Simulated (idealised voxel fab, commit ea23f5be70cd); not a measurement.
Name of the process module below: voxel ribs on slabs
Square cells of 5 nm make up the cross-section cut, whose width is 155 nm.
Throughout this document, each cross-section is represented as a grid of square cells and is presented as a sequence of bands enumerated from the top downward, where a band comprises one or more rows of cells. Band: top height; bottom height; in nm. Then, left to right: material with width in nm, for each material. "full width": a single material spanning edge to edge. "empty": empty space. Heads up on the height convention: 0 is the point under which the incoming wafer is all one material, and the lowest band has no bottom, it just keeps going down, like "z 0 and below". A two-number width, for instance "30->40", indicates that the width is equal to the first number in the top row of the band and to the second number in the bottom row, and that it changes by a constant amount per row of cells. Given "remains unaltered" for a step, no cell of the cross-section differs between before and after that step. "Closed cavity list" contains a list of empty spaces, each no smaller than 8 cells and without an open way to the top, written in the form width x height at distance with the distance from the left edge and all three in nm. What comes after the settings on a step's line is commentary from the simulator itself on that step. "overlay nm", when on a step's line for a step with a mask, measures how far to the right of its planned place the mask lay; a negative measure means to the left.
# Steps in the process plan
step 1: RECEIVE: material Si
step 2: DIRECTIONAL_DEP: material SiO2, thk nm 20
step 3: DIRECTIONAL_DEP: material SiN, thk nm 15
step 4: DIRECTIONAL_DEP: material aC, thk nm 15
step 5: PATTERN: tone cover, mask id RIB, material resist, width nm 30, thk nm 35, overlay nm 0
step 6: DIRECTIONAL_ETCH: etch materials aC, depth nm 15
step 7: STRIP: etch materials resist
step 8: DIRECTIONAL_ETCH: etch materials SiN, depth nm 10
step 9: STRIP: etch materials aC
step 10: MASKED_ETCH: tone cover, mask id SLAB, width nm 90, etch materials SiN, depth nm 5, overlay nm 0
step 11: FILL_DEP: material SiO2, thk nm 15
step 12: CMP: height nm 45
step 13: DIRECTIONAL_DEP: material W, thk nm 5
step 14: MASKED_ETCH: tone cover, mask id HEATER, width nm 40, etch materials W, depth nm 5, overlay nm 0
step 15: CONFORMAL_DEP: material SiN, thk nm 10
# Delivered wafer in cross-section: state after step 1
  z 0 and below = Si full width
  Closed cavity list: none
# Run as planned - first of the two wafers cross-sectioned at the end of the module
  z 60 to 55 = 45 empty / 60 SiN / 50 empty
  z 55 to 50 = SiN full width
  z 50 to 45 = 55 SiN / 40 W / 60 SiN
  z 45 to 35 = SiO2 full width
  z 35 to 25 = 60 SiO2 / 30 SiN / 65 SiO2
  z 25 to 20 = 30 SiO2 / 90 SiN / 35 SiO2
  z 20 to 0 = SiO2 full width
  z 0 and below = Si full width
  Closed cavity list: none
# Second of two wafers, module complete, sectioned: it shares the first wafer's start and plan but was run with one mistake
  z 60 to 55 = 45 empty / 60 SiN / 50 empty
  z 55 to 50 = SiN full width
  z 50 to 45 = 55 SiN / 40 W / 60 SiN
  z 45 to 15 = SiO2 full width
  z 15 to 0 = SiN full width
  z 0 and below = Si full width
  Closed cavity list: none
The mistake made against the process plan was this: the processing plan was not followed for steps 2 and 3, which were run with their positions exchanged
Wrapping up, a cell-based count of both wafers puts the second over or under the first for these materials: SiN +63, SiO2 -63
